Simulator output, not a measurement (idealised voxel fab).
The process module presented herein is designated voxel local oxidation.
Cross-section cut spans 250 nm and uses square cells 5 nm in size.
In this document a cross-section is written as a grid of square cells. It is given as a series of bands, listed from the top down, and a band is one or more rows of cells.
Band: top height; bottom height; in nm. Then, left to right: material with width in nm, for each material. "edge to edge": a single material spanning edge to edge. "empty": empty space.
The level at which height equals 0 is the one under which the wafer, as it arrives, is entirely one material. No lower edge exists for the bottom band, which continues downward and is notated as in "z 0 and below".
Think of "30->40" as a width that walks from the first number to the second as you go down the band, top row to bottom row, taking equal-sized steps from row to row.
It should be understood that the words "everything unchanged", when stated for a given step, signify that the cross-section underwent no change in any of its cells during that step.
Entry "Entrapped voids" = empty spaces >= 8 cells with no open way to the top; each as width x height at distance, distance from left edge, all nm.
Text after the settings on a step's line: the simulator's own remark on that step.
overlay nm: where the mask lay relative to plan, measured to the right, on steps with a mask; negatives go left.
### Steps in the process plan
- 1: RECEIVE with material Si
- 2: CONFORMAL_DEP with material SiO2, thk nm 5
- 3: CONFORMAL_DEP with material SiN, thk nm 15
- 4: PATTERN with tone cover, mask id ACTIVE, material resist, width nm 130, thk nm 15, overlay nm 0
- 5: DIRECTIONAL_ETCH with etch materials SiN, depth nm 15
- 6: STRIP with etch materials resist
- 7: SELECTIVE_ETCH with etch materials SiO2, depth nm 5
- 8: OXIDIZE with depth nm 15
- 9: STRIP with etch materials SiN
### Shown in cross-section is the wafer as received, that is, as it stands after step 1
    z 0 and below | Si edge to edge
    Entrapped voids: none
### Post-module cross-section: identical start and plan to those above, one misstep in execution
    z 5 to 0 | 55 SiO2, then 140 empty, then 55 SiO2
    z 0 to -15 | 40 Si, then 170 SiO2, then 40 Si
    z -15 and below | Si edge to edge
    Entrapped voids: none
Where did the run depart from the plan? contrary to plan, step 4 was performed as PATTERN with tone open, mask id ACTIVE, material resist, width nm 130, thk nm 15, overlay nm 0
